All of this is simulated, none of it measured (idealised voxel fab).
You're looking at the process module voxel capacitor over wiring.
For reference, the cross-section in this document is cut, with width 165 nm and square cells of 5 nm.
Bands, listed from the top down, are how a cross-section gets written in this document; the cross-section itself is a grid of square cells, and a band is one or more rows of them.
Top, bottom (nm), then materials left to right with widths (nm); lone material tagged "edge to edge" fills the whole band edge to edge; "empty" = empty space.
Beneath 0, the wafer as received is one material, and that level is where height counting begins. The lowest band goes on downward without a bottom; it is written like "0..down".
Per-row width for "30->40": begins at first number (top row of band), ends at second number (bottom row), increment between rows held constant.
"no modification" after a step means that no cell of the cross-section changed.
You'll see "Closed voids list" listing empty spaces that have no way open to the top, as long as they're 8 cells or more; the notation is width x height at distance, where the distance is from the left edge, and all of it is in nm.
It should be noted that, on the line of a given step, the content following the step's settings is a remark produced by the simulator itself with respect to that step.
overlay nm: how far to the right of its planned place the mask lay on this masked step (negative: to the left).

# Here's what the planned process steps look like
1 RECEIVE,material Si
2 CONFORMAL_DEP,material SiO2,thk nm 15
3 CONFORMAL_DEP,material SiCN,thk nm 5
4 DIRECTIONAL_DEP,material SiO2,thk nm 25
5 PATTERN,tone open,mask id METAL_1,material resist,width nm 30,pitch nm 95,thk nm 15,overlay nm 0
6 DIRECTIONAL_ETCH,etch materials SiO2,depth nm 25
7 DIRECTIONAL_ETCH,etch materials SiCN,depth nm 5
8 STRIP,etch materials resist
9 CONFORMAL_DEP,material TiN,thk nm 5
10 FILL_DEP,material Ru,thk nm 5
11 CMP,height nm 45
12 EPI,material Ru,thk nm 5
13 FILL_DEP,material SiCN,thk nm 5
14 DIRECTIONAL_DEP,material SiO2,thk nm 20
15 DIRECTIONAL_DEP,material aC,thk nm 10
16 PATTERN,tone open,mask id PLUG_1,material resist,width nm 15,thk nm 25,overlay nm 0
17 DIRECTIONAL_ETCH,etch materials aC,depth nm 10
18 STRIP,etch materials resist
19 DIRECTIONAL_ETCH,etch materials SiO2,depth nm 20
20 DIRECTIONAL_ETCH,etch materials SiCN,depth nm 5
21 STRIP,etch materials aC
22 CONFORMAL_DEP,material TiN,thk nm 5
23 FILL_DEP,material W,thk nm 5
24 CMP,height nm 75
25 DIRECTIONAL_DEP,material TiN,thk nm 5
26 DIRECTIONAL_DEP,material SiN,thk nm 5
27 DIRECTIONAL_DEP,material TiN,thk nm 10
28 MASKED_ETCH,tone cover,mask id UPPER_PLATE,width nm 70,etch materials TiN,depth nm 10,overlay nm 0
29 MASKED_ETCH,tone cover,mask id UPPER_PLATE,width nm 70,etch materials SiN,depth nm 5,overlay nm 0
30 PATTERN,tone cover,mask id LOWER_PLATE,material resist,width nm 80,thk nm 15,overlay nm 0
31 DIRECTIONAL_ETCH,etch materials TiN,depth nm 5
32 STRIP,etch materials resist
33 FILL_DEP,material SiO2,thk nm 15
34 CMP,height nm 105
35 PATTERN,tone open,mask id PLUG_2,material resist,width nm 15,thk nm 20,overlay nm 0
36 DIRECTIONAL_ETCH,etch materials SiO2,depth nm 10
37 STRIP,etch materials resist
38 CONFORMAL_DEP,material TiN,thk nm 5
39 FILL_DEP,material Cu,thk nm 5
40 CMP,height nm 105
41 CONFORMAL_DEP,material SiCN,thk nm 5

# First of two wafers, processed according to plan

# Cross-section of the wafer upon arrival, representing the state reached after step 1
- 0..down: Si edge to edge
- Closed voids list: none

# Cross-section of the wafer subsequent to step 2
- 15..0: SiO2 edge to edge
- Heights below 0 show no change.

# Cross-section of the wafer subsequent to step 3
- 20..15: SiCN edge to edge
- Heights below 15 show no change.

# Cross-section of the wafer subsequent to step 4
- 45..20: SiO2 edge to edge
- Heights below 20 show no change.

# Cross-section of the wafer subsequent to step 5
- 60..45: resist: 20 / empty: 30 / resist: 65 / empty: 30 / resist: 20
- Heights below 45 show no change.

# Cross-section of the wafer subsequent to step 6
- 60..45: resist: 20 / empty: 30 / resist: 65 / empty: 30 / resist: 20
- 45..20: SiO2: 20 / empty: 30 / SiO2: 65 / empty: 30 / SiO2: 20
- Heights below 20 show no change.

# Cross-section of the wafer subsequent to step 7
- 60..45: resist: 20 / empty: 30 / resist: 65 / empty: 30 / resist: 20
- 45..20: SiO2: 20 / empty: 30 / SiO2: 65 / empty: 30 / SiO2: 20
- 20..15: SiCN: 20 / empty: 30 / SiCN: 65 / empty: 30 / SiCN: 20
- Heights below 15 show no change.

# Cross-section of the wafer subsequent to step 8
- 45..20: SiO2: 20 / empty: 30 / SiO2: 65 / empty: 30 / SiO2: 20
- Heights below 20 show no change.

# Cross-section of the wafer subsequent to step 9
- 50..45: TiN: 25 / empty: 20 / TiN: 75 / empty: 20 / TiN: 25
- 45..20: SiO2: 20 / TiN: 5 / empty: 20 / TiN: 5 / SiO2: 65 / TiN: 5 / empty: 20 / TiN: 5 / SiO2: 20
- 20..15: SiCN: 20 / TiN: 30 / SiCN: 65 / TiN: 30 / SiCN: 20
- Heights below 15 show no change.

# Cross-section of the wafer subsequent to step 10
- 55..50: Ru edge to edge
- 50..45: TiN: 25 / Ru: 20 / TiN: 75 / Ru: 20 / TiN: 25
- 45..20: SiO2: 20 / TiN: 5 / Ru: 20 / TiN: 5 / SiO2: 65 / TiN: 5 / Ru: 20 / TiN: 5 / SiO2: 20
- Heights below 20 show no change.

# Cross-section of the wafer subsequent to step 11
- 45..20: SiO2: 20 / TiN: 5 / Ru: 20 / TiN: 5 / SiO2: 65 / TiN: 5 / Ru: 20 / TiN: 5 / SiO2: 20
- Heights below 20 show no change.

# Cross-section of the wafer subsequent to step 12
- 50..45: empty: 15 / Ru: 40 / empty: 55 / Ru: 40 / empty: 15
- Heights below 45 show no change.

# Cross-section of the wafer subsequent to step 13
- 55..50: SiCN edge to edge
- 50..45: SiCN: 15 / Ru: 40 / SiCN: 55 / Ru: 40 / SiCN: 15
- Heights below 45 show no change.

# Cross-section of the wafer subsequent to step 14
- 75..55: SiO2 edge to edge
- Heights below 55 show no change.

# Cross-section of the wafer subsequent to step 15
- 85..75: aC edge to edge
- Heights below 75 show no change.

# Cross-section of the wafer subsequent to step 16
- 110..85: resist: 35 / empty: 15 / resist: 115
- Heights below 85 show no change.

# Cross-section of the wafer subsequent to step 17
- 100..85: resist: 35 / empty: 15 / resist: 115
- 85..75: aC: 35 / empty: 15 / aC: 115
- Heights below 75 show no change.

# Cross-section of the wafer subsequent to step 18
- 85..75: aC: 35 / empty: 15 / aC: 115
- Heights below 75 show no change.

# Cross-section of the wafer subsequent to step 19
- 85..75: aC: 35 / empty: 15 / aC: 115
- 75..55: SiO2: 35 / empty: 15 / SiO2: 115
- Heights below 55 show no change.

# Cross-section of the wafer subsequent to step 20
- 85..75: aC: 35 / empty: 15 / aC: 115
- 75..55: SiO2: 35 / empty: 15 / SiO2: 115
- 55..50: SiCN: 35 / empty: 15 / SiCN: 115
- Heights below 50 show no change.

# Cross-section of the wafer subsequent to step 21
- 75..55: SiO2: 35 / empty: 15 / SiO2: 115
- Heights below 55 show no change.

# Cross-section of the wafer subsequent to step 22
- 80..75: TiN: 40 / empty: 5 / TiN: 120
- 75..55: SiO2: 35 / TiN: 5 / empty: 5 / TiN: 5 / SiO2: 115
- 55..50: SiCN: 35 / TiN: 15 / SiCN: 115
- Heights below 50 show no change.

# Cross-section of the wafer subsequent to step 23
- 85..80: W edge to edge
- 80..75: TiN: 40 / W: 5 / TiN: 120
- 75..55: SiO2: 35 / TiN: 5 / W: 5 / TiN: 5 / SiO2: 115
- Heights below 55 show no change.

# Cross-section of the wafer subsequent to step 24
- 75..55: SiO2: 35 / TiN: 5 / W: 5 / TiN: 5 / SiO2: 115
- Heights below 55 show no change.

# Cross-section of the wafer subsequent to step 25
- 80..75: TiN edge to edge
- Heights below 75 show no change.

# Cross-section of the wafer subsequent to step 26
- 85..80: SiN edge to edge
- Heights below 80 show no change.

# Cross-section of the wafer subsequent to step 27
- 95..85: TiN edge to edge
- Heights below 85 show no change.

# Cross-section of the wafer subsequent to step 28
- 95..85: empty: 35 / TiN: 70 / empty: 60
- Heights below 85 show no change.

# Cross-section of the wafer subsequent to step 29
- 95..85: empty: 35 / TiN: 70 / empty: 60
- 85..80: empty: 35 / SiN: 70 / empty: 60
- Heights below 80 show no change.

# Cross-section of the wafer subsequent to step 30
- 110..95: empty: 30 / resist: 80 / empty: 55
- 95..85: empty: 30 / resist: 5 / TiN: 70 / resist: 5 / empty: 55
- 85..80: empty: 30 / resist: 5 / SiN: 70 / resist: 5 / empty: 55
- Heights below 80 show no change.

# Cross-section of the wafer subsequent to step 31
- 110..95: empty: 30 / resist: 80 / empty: 55
- 95..85: empty: 30 / resist: 5 / TiN: 70 / resist: 5 / empty: 55
- 85..80: empty: 30 / resist: 5 / SiN: 70 / resist: 5 / empty: 55
- 80..75: empty: 30 / TiN: 80 / empty: 55
- Heights below 75 show no change.

# Cross-section of the wafer subsequent to step 32
- 95..85: empty: 35 / TiN: 70 / empty: 60
- 85..80: empty: 35 / SiN: 70 / empty: 60
- Heights below 80 show no change.

# Cross-section of the wafer subsequent to step 33
- 110..95: SiO2 edge to edge
- 95..85: SiO2: 35 / TiN: 70 / SiO2: 60
- 85..80: SiO2: 35 / SiN: 70 / SiO2: 60
- 80..75: SiO2: 30 / TiN: 80 / SiO2: 55
- Heights below 75 show no change.

# Cross-section of the wafer subsequent to step 34
- 105..95: SiO2 edge to edge
- Heights below 95 show no change.

# Cross-section of the wafer subsequent to step 35
- 125..105: resist: 45 / empty: 15 / resist: 105
- Heights below 105 show no change.

# Cross-section of the wafer subsequent to step 36
- 125..105: resist: 45 / empty: 15 / resist: 105
- 105..95: SiO2: 45 / empty: 15 / SiO2: 105
- Heights below 95 show no change.

# Cross-section of the wafer subsequent to step 37
- 105..95: SiO2: 45 / empty: 15 / SiO2: 105
- Heights below 95 show no change.

# Cross-section of the wafer subsequent to step 38
- 110..105: TiN: 50 / empty: 5 / TiN: 110
- 105..100: SiO2: 45 / TiN: 5 / empty: 5 / TiN: 5 / SiO2: 105
- 100..95: SiO2: 45 / TiN: 15 / SiO2: 105
- Heights below 95 show no change.

# Cross-section of the wafer subsequent to step 39
- 115..110: Cu edge to edge
- 110..105: TiN: 50 / Cu: 5 / TiN: 110
- 105..100: SiO2: 45 / TiN: 5 / Cu: 5 / TiN: 5 / SiO2: 105
- Heights below 100 show no change.

# Cross-section of the wafer subsequent to step 40
- 105..100: SiO2: 45 / TiN: 5 / Cu: 5 / TiN: 5 / SiO2: 105
- Heights below 100 show no change.

# Cross-section of the wafer subsequent to step 41
- 110..105: SiCN edge to edge
- Heights below 105 show no change.

# It is to be noted that the second wafer proceeded from the same initial state and according to the same plan as the first, although one mistake was committed in its execution; through step 39, inclusive, the two wafers share an identical history

# Look at the second wafer in cross-section at the time step 40 ought to have finished
- 95..85: SiO2: 35 / TiN: 70 / SiO2: 60
- Heights below 85 show no change.

# Look at the second wafer in cross-section at the time step 41 ought to have finished
- 100..95: SiCN edge to edge
- Heights below 95 show no change.
Short version of what went wrong: it should be noted that step 40 was executed with settings other than those planned, the operation and settings actually applied being CMP,height nm 95
Materials where the second wafer ends with more or fewer cells than the first: Cu: 1 fewer; SiO2: 60 fewer; TiN: 5 fewer
